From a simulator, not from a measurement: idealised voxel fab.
process module | voxel double patterning
cross-section cut | 245 nm wide | cells 5 nm
A cross-section is a grid of square cells, given in bands from the top down. A band is one or more rows of cells.
Each band's line starts with the height of the band's top and of its bottom, in nm. Then come its materials from left to right, each with its width in nm. One material with "throughout" fills the band from edge to edge. "air" is empty space.
Height 0 is the level under which the wafer as received is all one material. The lowest band goes on downwards, as in "0 down".
A width such as "30 to 40" changes by the same amount from each row of cells to the next, from the band's top row to its bottom row.
"no change" after a step means that no cell of the cross-section changed.
closed voids: empty space of 8 cells or more with no open way to the top, each as width x height at its distance from the left edge, in nm
after a step's settings: what the simulator itself notes on the step
overlay nm, on a step with a mask: how far to the right of its planned place the mask lay; to the left if negative
plan
1 op RECEIVE | material Si
2 op CONFORMAL_DEP | material SiO2 | thk nm 10
3 op DIRECTIONAL_DEP | material W | thk nm 20
4 op DIRECTIONAL_DEP | material SiCN | thk nm 10
5 op MASKED_ETCH | tone open | mask id FIRST | width nm 15 | pitch nm 50 | etch materials SiCN | depth nm 10 | overlay nm 0
6 op MASKED_ETCH | tone open | mask id SECOND | width nm 15 | etch materials SiCN | depth nm 10 | overlay nm 0
7 op DIRECTIONAL_ETCH | etch materials W | depth nm 20
8 op STRIP | etch materials SiCN
as received, after step 1
  0 down: Si throughout
  closed voids: none
a wafer at the end: this start, this plan, one mistake
  50 to 30: W 90 | air 15 | W 10 | air 15 | W 10 | air 15 | W 90
  30 to 10: W throughout
  10 to 0: SiO2 throughout
  0 down: Si throughout
  closed voids: none
what went wrong: step 3 was run twice
